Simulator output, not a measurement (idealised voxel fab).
Module name: voxel air gaps (process module)
205 nm wide, 5 nm square cells: that's cross-section cut.
If you're reading a cross-section in this doc, picture square cells in a grid; it comes to you as bands, top ones listed first down to the bottom, and a band can be one or more rows of cells. What a band's entry tells you: where the top is and where the bottom is, as heights in nm, and after that what lies inside, material by material from left to right, each with its width in nm. Empty space is written as the word "empty", and a single material marked with the word "all across" occupies the band from edge to edge. Heights are measured from 0, the level below which the as-received wafer is all one material; the lowest band has no bottom and continues downward, written as in "from 0 down". A two-number width, for instance "30->40", indicates that the width is equal to the first number in the top row of the band and to the second number in the bottom row, and that it changes by a constant amount per row of cells. "remained the same", as given for a step, is the statement that not any cell of the cross-section underwent a change during that step. Look at "Closed void roster" for the closed voids: empty spaces with no open path to the top, sized 8 cells or up. Each is width x height at distance, distance from the left edge, all nm. If you see something after the settings on a step's line, that's the simulator's own remark about that step. "overlay nm" answers the question of how far to the right of plan the mask lay on a step that has a mask, and when it is negative the answer is to the left.

-- Process steps foreseen in the plan
1. RECEIVE | material Si
2. CONFORMAL_DEP | material SiO2 | thk nm 15
3. CONFORMAL_DEP | material SiN | thk nm 5
4. DIRECTIONAL_DEP | material lowk | thk nm 40
5. MASKED_ETCH | tone open | mask id LINES | width nm 25 | pitch nm 55 | etch materials lowk | depth nm 40 | overlay nm 0
6. CONFORMAL_DEP | material TiN | thk nm 5
7. FILL_DEP | material Ru | thk nm 5
8. CMP | height nm 60
9. EPI | material Ru | thk nm 10
10. SELECTIVE_ETCH | etch materials lowk | depth nm 50
11. CONFORMAL_DEP | material SiCN | thk nm 5

-- First of the two wafers, run per plan

-- Cross-section of the wafer upon arrival, representing the state reached after step 1
from 0 down = Si all across
Closed void roster: none

-- The wafer, seen in cross-section, after step 2
from 15 to 0 = SiO2 all across
Lower than 0, everything is as it was.

-- The wafer, seen in cross-section, after step 3
from 20 to 15 = SiN all across
Lower than 15, everything is as it was.

-- The wafer, seen in cross-section, after step 4
from 60 to 20 = lowk all across
Lower than 20, everything is as it was.

-- The wafer, seen in cross-section, after step 5
from 60 to 20 = 35 nm lowk, 25 nm empty, 30 nm lowk, 25 nm empty, 30 nm lowk, 25 nm empty, 35 nm lowk
Lower than 20, everything is as it was.

-- The wafer, seen in cross-section, after step 6
from 65 to 60 = 40 nm TiN, 15 nm empty, 40 nm TiN, 15 nm empty, 40 nm TiN, 15 nm empty, 40 nm TiN
from 60 to 25 = 35 nm lowk, 5 nm TiN, 15 nm empty, 5 nm TiN, 30 nm lowk, 5 nm TiN, 15 nm empty, 5 nm TiN, 30 nm lowk, 5 nm TiN, 15 nm empty, 5 nm TiN, 35 nm lowk
from 25 to 20 = 35 nm lowk, 25 nm TiN, 30 nm lowk, 25 nm TiN, 30 nm lowk, 25 nm TiN, 35 nm lowk
Lower than 20, everything is as it was.

-- The wafer, seen in cross-section, after step 7
from 70 to 65 = Ru all across
from 65 to 60 = 40 nm TiN, 15 nm Ru, 40 nm TiN, 15 nm Ru, 40 nm TiN, 15 nm Ru, 40 nm TiN
from 60 to 25 = 35 nm lowk, 5 nm TiN, 15 nm Ru, 5 nm TiN, 30 nm lowk, 5 nm TiN, 15 nm Ru, 5 nm TiN, 30 nm lowk, 5 nm TiN, 15 nm Ru, 5 nm TiN, 35 nm lowk
Lower than 25, everything is as it was.

-- The wafer, seen in cross-section, after step 8
from 60 to 25 = 35 nm lowk, 5 nm TiN, 15 nm Ru, 5 nm TiN, 30 nm lowk, 5 nm TiN, 15 nm Ru, 5 nm TiN, 30 nm lowk, 5 nm TiN, 15 nm Ru, 5 nm TiN, 35 nm lowk
Lower than 25, everything is as it was.

-- The wafer, seen in cross-section, after step 9
from 70 to 60 = 25 nm empty, 45 nm Ru, 10 nm empty, 45 nm Ru, 10 nm empty, 45 nm Ru, 25 nm empty
Lower than 60, everything is as it was.

-- The wafer, seen in cross-section, after step 10
from 70 to 60 = 25 nm empty, 45 nm Ru, 10 nm empty, 45 nm Ru, 10 nm empty, 45 nm Ru, 25 nm empty
from 60 to 25 = 35 nm empty, 5 nm TiN, 15 nm Ru, 5 nm TiN, 30 nm empty, 5 nm TiN, 15 nm Ru, 5 nm TiN, 30 nm empty, 5 nm TiN, 15 nm Ru, 5 nm TiN, 35 nm empty
from 25 to 20 = 35 nm empty, 25 nm TiN, 30 nm empty, 25 nm TiN, 30 nm empty, 25 nm TiN, 35 nm empty
Lower than 20, everything is as it was.

-- The wafer, seen in cross-section, after step 11
from 75 to 70 = 20 nm empty, 165 nm SiCN, 20 nm empty
from 70 to 60 = 20 nm empty, 5 nm SiCN, 45 nm Ru, 10 nm SiCN, 45 nm Ru, 10 nm SiCN, 45 nm Ru, 5 nm SiCN, 20 nm empty
from 60 to 55 = 20 nm empty, 15 nm SiCN, 5 nm TiN, 15 nm Ru, 5 nm TiN, 30 nm SiCN, 5 nm TiN, 15 nm Ru, 5 nm TiN, 30 nm SiCN, 5 nm TiN, 15 nm Ru, 5 nm TiN, 15 nm SiCN, 20 nm empty
from 55 to 25 = 30 nm empty, 5 nm SiCN, 5 nm TiN, 15 nm Ru, 5 nm TiN, 5 nm SiCN, 20 nm empty, 5 nm SiCN, 5 nm TiN, 15 nm Ru, 5 nm TiN, 5 nm SiCN, 20 nm empty, 5 nm SiCN, 5 nm TiN, 15 nm Ru, 5 nm TiN, 5 nm SiCN, 30 nm empty
from 25 to 20 = 35 nm SiCN, 25 nm TiN, 30 nm SiCN, 25 nm TiN, 30 nm SiCN, 25 nm TiN, 35 nm SiCN
Lower than 20, everything is as it was.
Closed void roster: 20 x 30 at 65; 20 x 30 at 120

-- It is to be noted that the second wafer proceeded from the same initial state and according to the same plan as the first, although one mistake was committed in its execution; through step 6, inclusive, the two wafers share an identical history

-- Cross-section of the second wafer corresponding to the planned conclusion of step 7
from 70 to 65 = SiN all across
from 65 to 60 = 40 nm TiN, 15 nm SiN, 40 nm TiN, 15 nm SiN, 40 nm TiN, 15 nm SiN, 40 nm TiN
from 60 to 25 = 35 nm lowk, 5 nm TiN, 15 nm SiN, 5 nm TiN, 30 nm lowk, 5 nm TiN, 15 nm SiN, 5 nm TiN, 30 nm lowk, 5 nm TiN, 15 nm SiN, 5 nm TiN, 35 nm lowk
Lower than 25, everything is as it was.

-- Cross-section of the second wafer corresponding to the planned conclusion of step 8
from 60 to 25 = 35 nm lowk, 5 nm TiN, 15 nm SiN, 5 nm TiN, 30 nm lowk, 5 nm TiN, 15 nm SiN, 5 nm TiN, 30 nm lowk, 5 nm TiN, 15 nm SiN, 5 nm TiN, 35 nm lowk
Lower than 25, everything is as it was.

-- Cross-section of the second wafer corresponding to the planned conclusion of step 9
from 70 to 60 = 25 nm empty, 45 nm Ru, 10 nm empty, 45 nm Ru, 10 nm empty, 45 nm Ru, 25 nm empty
Lower than 60, everything is as it was.

-- Cross-section of the second wafer corresponding to the planned conclusion of step 10
from 70 to 60 = 25 nm empty, 45 nm Ru, 10 nm empty, 45 nm Ru, 10 nm empty, 45 nm Ru, 25 nm empty
from 60 to 25 = 35 nm empty, 5 nm TiN, 15 nm SiN, 5 nm TiN, 30 nm empty, 5 nm TiN, 15 nm SiN, 5 nm TiN, 30 nm empty, 5 nm TiN, 15 nm SiN, 5 nm TiN, 35 nm empty
from 25 to 20 = 35 nm empty, 25 nm TiN, 30 nm empty, 25 nm TiN, 30 nm empty, 25 nm TiN, 35 nm empty
Lower than 20, everything is as it was.

-- Cross-section of the second wafer corresponding to the planned conclusion of step 11
from 75 to 70 = 20 nm empty, 165 nm SiCN, 20 nm empty
from 70 to 60 = 20 nm empty, 5 nm SiCN, 45 nm Ru, 10 nm SiCN, 45 nm Ru, 10 nm SiCN, 45 nm Ru, 5 nm SiCN, 20 nm empty
from 60 to 55 = 20 nm empty, 15 nm SiCN, 5 nm TiN, 15 nm SiN, 5 nm TiN, 30 nm SiCN, 5 nm TiN, 15 nm SiN, 5 nm TiN, 30 nm SiCN, 5 nm TiN, 15 nm SiN, 5 nm TiN, 15 nm SiCN, 20 nm empty
from 55 to 25 = 30 nm empty, 5 nm SiCN, 5 nm TiN, 15 nm SiN, 5 nm TiN, 5 nm SiCN, 20 nm empty, 5 nm SiCN, 5 nm TiN, 15 nm SiN, 5 nm TiN, 5 nm SiCN, 20 nm empty, 5 nm SiCN, 5 nm TiN, 15 nm SiN, 5 nm TiN, 5 nm SiCN, 30 nm empty
from 25 to 20 = 35 nm SiCN, 25 nm TiN, 30 nm SiCN, 25 nm TiN, 30 nm SiCN, 25 nm TiN, 35 nm SiCN
Lower than 20, everything is as it was.
Closed void roster: 20 x 30 at 65; 20 x 30 at 120
Here's what went sideways: step 7 ran with different settings than intended, the actual operation and settings being FILL_DEP | material SiN | thk nm 5
Wrapping up, a cell-based count of both wafers puts the second over or under the first for these materials: 63 fewer of Ru | 63 more of SiN
